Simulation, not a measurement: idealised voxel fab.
Process module in this document: voxel gate over fins
Cross-section cut: width 255 nm, square cells of 5 nm.
Cross-sections here: square-cell grids, written as top-down lists of bands, a band being one or more rows of cells. In this notation a band is specified by the heights of its top and bottom, in that order and in nm, after which its materials appear from left to right, each paired with its width in nm. The word "full width" attached to a single material means that material fills the band from edge to edge; the word "blank" stands for empty space. We count height from 0. Below that, the starting wafer is all one material. The lowest band never ends at the bottom but goes on down; see "0 and below" for how that is written. Per-row width for "30..40": begins at first number (top row of band), ends at second number (bottom row), increment between rows held constant. For the purposes of this document, the phrase "no change" attached to a step denotes that no cell within the cross-section was modified by that step. "Enclosed cavities" means: voids of 8 cells or more that are shut off from the top with no open way through. Written width x height at distance, distance from the left edge, in nm. Heads up: the bit after the settings on a step's line is the simulator's remark on that step. overlay nm: mask offset rightward from planned place, masked step; negative means leftward offset.

Listed below are the process steps as planned
step 1: RECEIVE: material Si
step 2: CONFORMAL_DEP: material SiN, thk nm 5
step 3: DIRECTIONAL_DEP: material aC, thk nm 15
step 4: PATTERN: tone cover, mask id FINS, material resist, width nm 15, pitch nm 50, thk nm 30, overlay nm 0
step 5: DIRECTIONAL_ETCH: etch materials aC, depth nm 15
step 6: STRIP: etch materials resist
step 7: DIRECTIONAL_ETCH: etch materials SiN, depth nm 5
step 8: DIRECTIONAL_ETCH: etch materials Si, depth nm 40
step 9: STRIP: etch materials aC
step 10: OXIDIZE: depth nm 5
step 11: FILL_DEP: material SiO2, thk nm 15
step 12: CMP: height nm 5
step 13: PATTERN: tone open, mask id RAIL, material resist, width nm 15, thk nm 15, overlay nm 0
step 14: DIRECTIONAL_ETCH: etch materials SiO2, depth nm 40
step 15: STRIP: etch materials resist
step 16: CONFORMAL_DEP: material TiN, thk nm 5
step 17: FILL_DEP: material Ru, thk nm 10
step 18: CMP: height nm 5
step 19: SELECTIVE_ETCH: etch materials W Ru TiN, depth nm 25
step 20: FILL_DEP: material SiO2, thk nm 5
step 21: CMP: height nm 5
step 22: SELECTIVE_ETCH: etch materials SiO2, depth nm 15
step 23: STRIP: etch materials SiN
step 24: CONFORMAL_DEP: material HfO2, thk nm 5
step 25: CONFORMAL_DEP: material TiN, thk nm 5
step 26: CONFORMAL_DEP: material TiAl, thk nm 5
step 27: CONFORMAL_DEP: material TiN, thk nm 5
step 28: FILL_DEP: material W, thk nm 10
step 29: CMP: height nm 25
step 30: CONFORMAL_DEP: material SiN, thk nm 5

Shown in cross-section is the wafer as received, that is, as it stands after step 1
0 and below  Si full width
Enclosed cavities: none

Cross-section, end of module. Start: as above. Plan: as above. Execution: one mistake
30 down to 25  SiN full width
25 down to 20  W full width
20 down to 15  W (55); TiN (45); W (5); TiN (45); W (5); TiN (45); W (55)
15 down to 10  W (55); TiN (5); TiAl (35); TiN (5); W (5); TiN (5); TiAl (35); TiN (5); W (5); TiN (5); TiAl (35); TiN (5); W (55)
10 down to 5  TiN (60); TiAl (5); TiN (25); TiAl (5); TiN (15); TiAl (5); TiN (25); TiAl (5); TiN (15); TiAl (5); TiN (25); TiAl (5); TiN (60)
5 down to 0  TiAl (65); TiN (5); HfO2 (15); TiN (5); TiAl (25); TiN (5); HfO2 (15); TiN (5); TiAl (25); TiN (5); HfO2 (15); TiN (5); TiAl (65)
0 down to -5  TiN (70); HfO2 (5); Si (5); HfO2 (5); TiN (35); HfO2 (5); Si (5); HfO2 (5); TiN (35); HfO2 (5); Si (5); HfO2 (5); TiN (70)
-5 down to -10  HfO2 (60); TiN (10); HfO2 (5); Si (5); HfO2 (5); TiN (10); HfO2 (15); TiN (10); HfO2 (5); Si (5); HfO2 (5); TiN (10); HfO2 (15); TiN (10); HfO2 (5); Si (5); HfO2 (5); TiN (10); HfO2 (60)
-10 down to -15  SiO2 (55); HfO2 (20); Si (5); HfO2 (20); SiO2 (5); HfO2 (20); Si (5); HfO2 (20); SiO2 (5); HfO2 (20); Si (5); HfO2 (20); SiO2 (55)
-15 down to -20  SiO2 (75); Si (5); SiO2 (45); Si (5); SiO2 (45); Si (5); SiO2 (75)
-20 down to -30  SiO2 (75); Si (5); SiO2 (15); TiN (5); Ru (5); TiN (5); SiO2 (15); Si (5); SiO2 (45); Si (5); SiO2 (75)
-30 down to -35  SiO2 (75); Si (5); SiO2 (15); TiN (15); SiO2 (15); Si (5); SiO2 (45); Si (5); SiO2 (75)
-35 down to -45  SiO2 (75); Si (5); SiO2 (45); Si (5); SiO2 (45); Si (5); SiO2 (75)
-45 and below  Si full width
Enclosed cavities: none
Against the plan, the run slipped here: plan steps 22 and 23 run swapped
